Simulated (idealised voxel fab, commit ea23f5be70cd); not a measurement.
Module name: voxel trench capacitor (process module)
Pictured: cross-section cut, 225 nm wide, on a grid of 5 nm square cells.
Cross-section spec: square-cell grid; bands listed top down; each band is one or more rows.
Within each band entry, the heights of the top and of the bottom of the band appear first, in that order and in nm; the materials of the band then follow from left to right, each with its corresponding width in nm. The designation "full width" on a single material indicates that it fills the band from edge to edge; the designation "blank" indicates empty space.
Heights are reckoned from 0. Under this level, the received wafer is all of one material. The bottommost band is open-ended downward, for example "0..down".
A width such as "30..40" changes by the same amount from each row of cells to the next, from the band's top row to its bottom row.
"remains unaltered" (step): cross-section cells unchanged, all of them.
The entry titled "Fully sealed voids" provides the empty spaces that have no open way to the top, restricted to those of 8 cells or more. Each is presented as width x height at distance, the distance being measured from the left edge, with all three in nm.
On each step's line, the part that comes after the settings is the simulator's own comment on the step.
The setting "overlay nm" may be written on the line of a step. When the step uses a mask, the value reports how far to the right of the planned place the mask lay, and a negative value reports that it lay to the left.
**plan**
1,RECEIVE with material Si
2,CONFORMAL_DEP with material SiN, thk nm 10
3,MASKED_ETCH with tone open, mask id TRENCH, width nm 15, pitch nm 35, etch materials SiN, depth nm 10, overlay nm 0
4,MASKED_ETCH with tone open, mask id TRENCH, width nm 15, pitch nm 35, etch materials Si, depth nm 40, overlay nm 0
5,CONFORMAL_DEP with material Al2O3, thk nm 5
6,FILL_DEP with material polySi, thk nm 10
7,CMP with height nm 10
**Cross-section: wafer on arrival = after step 1**
* 0..down  Si full width
* Fully sealed voids: none
**Here's the wafer cut in cross-section after the module, started and planned just like above, except one thing was done wrong in the run**
* 10..0  SiN 70, then Al2O3 5, then polySi 5, then Al2O3 5, then SiN 20, then Al2O3 5, then polySi 5, then Al2O3 5, then SiN 20, then Al2O3 5, then polySi 5, then Al2O3 5, then SiN 70
* 0..-40  Si 70, then Al2O3 5, then polySi 5, then Al2O3 5, then Si 20, then Al2O3 5, then polySi 5, then Al2O3 5, then Si 20, then Al2O3 5, then polySi 5, then Al2O3 5, then Si 70
* -40..-45  Si 70, then Al2O3 15, then Si 20, then Al2O3 15, then Si 20, then Al2O3 15, then Si 70
* -45..down  Si full width
* Fully sealed voids: none
Misprocessing identified: step 4 did not use the planned setting and instead ran as MASKED_ETCH with tone open, mask id TRENCH, width nm 15, pitch nm 35, etch materials Si, depth nm 45, overlay nm 0
